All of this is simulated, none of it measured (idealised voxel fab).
Title: Process Module voxel wiring stack
The cross-section shown here is cut; it is 260 nm wide and divided into square cells measuring 5 nm on a side.
In what follows, cross-sections appear as grids of square cells, described through bands that run from the top down, where every band is one or more rows of cells. It is stipulated that each band's entry specify, in nanometres, the height of the top of the band and then that of its bottom, followed by the materials of the band in left-to-right sequence, each together with its width in nanometres. A single material marked by the word "full width" is understood to fill the band from edge to edge; the word "blank" is understood to denote empty space. For the purposes of this specification, 0 denotes the height below which the wafer in its as-received condition is composed wholly of one material, and the lowermost band, lacking a lower limit, extends downward without end, as expressed in "0 and below". The width entry "30..40" should be interpreted row by row: the top row of cells in the band takes the first number, the bottom row takes the second number, and the change between adjacent rows is uniform throughout. Reading "same as before" for a step: not a cell of the cross-section changed in it. Under "Fully sealed cavities" you'll find the enclosed gaps, the ones with no way out to the top, that are 8 cells or bigger; each reads width x height at distance, with distance counted from the left edge, everything in nm. Whatever follows a step's settings on its line is a remark the simulator itself makes about that step. overlay nm: mask right of planned place by this much (step with mask). Neg. = left.
Steps in the process plan:
1) op RECEIVE | material Si
2) op CONFORMAL_DEP | material SiO2 | thk nm 15
3) op CONFORMAL_DEP | material SiN | thk nm 5
4) op DIRECTIONAL_DEP | material lowk | thk nm 25
5) op DIRECTIONAL_DEP | material aC | thk nm 10
6) op PATTERN | tone open | mask id METAL_1 | material resist | width nm 25 | pitch nm 40 | thk nm 30 | overlay nm 0
7) op DIRECTIONAL_ETCH | etch materials aC | depth nm 10
8) op STRIP | etch materials resist
9) op DIRECTIONAL_ETCH | etch materials lowk | depth nm 25
10) op DIRECTIONAL_ETCH | etch materials SiN | depth nm 5
11) op STRIP | etch materials aC
12) op CONFORMAL_DEP | material TiN | thk nm 5
13) op FILL_DEP | material Ru | thk nm 10
14) op CMP | height nm 45
15) op EPI | material Ru | thk nm 5
16) op FILL_DEP | material SiCN | thk nm 5
17) op DIRECTIONAL_DEP | material lowk | thk nm 30
18) op DIRECTIONAL_DEP | material aC | thk nm 10
19) op PATTERN | tone open | mask id METAL_2_HOLES | material resist | width nm 15 | pitch nm 40 | thk nm 25 | overlay nm 0
20) op DIRECTIONAL_ETCH | etch materials aC | depth nm 10
21) op STRIP | etch materials resist
22) op DIRECTIONAL_ETCH | etch materials lowk | depth nm 30
23) op STRIP | etch materials aC
24) op PATTERN | tone open | mask id METAL_2 | material resist | width nm 25 | pitch nm 40 | thk nm 15 | overlay nm 0
25) op DIRECTIONAL_ETCH | etch materials lowk | depth nm 15
26) op DIRECTIONAL_ETCH | etch materials SiCN | depth nm 5
27) op STRIP | etch materials resist
28) op CONFORMAL_DEP | material TiN | thk nm 5
29) op FILL_DEP | material Cu | thk nm 5
30) op CMP | height nm 85
31) op CONFORMAL_DEP | material SiN | thk nm 5
Incoming wafer, cross-sectional view, post step 1:
0 and below | Si full width
Fully sealed cavities: none
Below is the wafer in cross-section after the module was completed. It began from the starting point shown above and followed the plan shown above, except that one mistake was made while running it:
100 down to 85 | SiN full width
85 down to 75 | lowk=55, TiN=5, Cu=15, TiN=5, lowk=15, TiN=5, Cu=15, TiN=5, lowk=15, TiN=5, Cu=15, TiN=5, lowk=15, TiN=5, Cu=15, TiN=5, lowk=60
75 down to 70 | lowk=55, TiN=5, Cu=5, TiN=15, lowk=15, TiN=5, Cu=5, TiN=15, lowk=15, TiN=5, Cu=5, TiN=15, lowk=15, TiN=5, Cu=5, TiN=15, lowk=60
70 down to 55 | lowk=55, TiN=5, Cu=5, TiN=5, lowk=25, TiN=5, Cu=5, TiN=5, lowk=25, TiN=5, Cu=5, TiN=5, lowk=25, TiN=5, Cu=5, TiN=5, lowk=70
55 down to 50 | SiCN=55, TiN=15, SiCN=25, TiN=15, SiCN=25, TiN=15, SiCN=25, TiN=15, SiCN=70
50 down to 45 | SiCN=50, Ru=35, SiCN=5, Ru=35, SiCN=5, Ru=35, SiCN=5, Ru=35, SiCN=55
45 down to 20 | lowk=55, TiN=5, Ru=15, TiN=5, lowk=15, TiN=5, Ru=15, TiN=5, lowk=15, TiN=5, Ru=15, TiN=5, lowk=15, TiN=5, Ru=15, TiN=5, lowk=60
20 down to 15 | SiN=55, TiN=25, SiN=15, TiN=25, SiN=15, TiN=25, SiN=15, TiN=25, SiN=60
15 down to 0 | SiO2 full width
0 and below | Si full width
Fully sealed cavities: none
Want to know what went wrong? step 31 changed vs plan, executed as op CONFORMAL_DEP | material SiN | thk nm 15
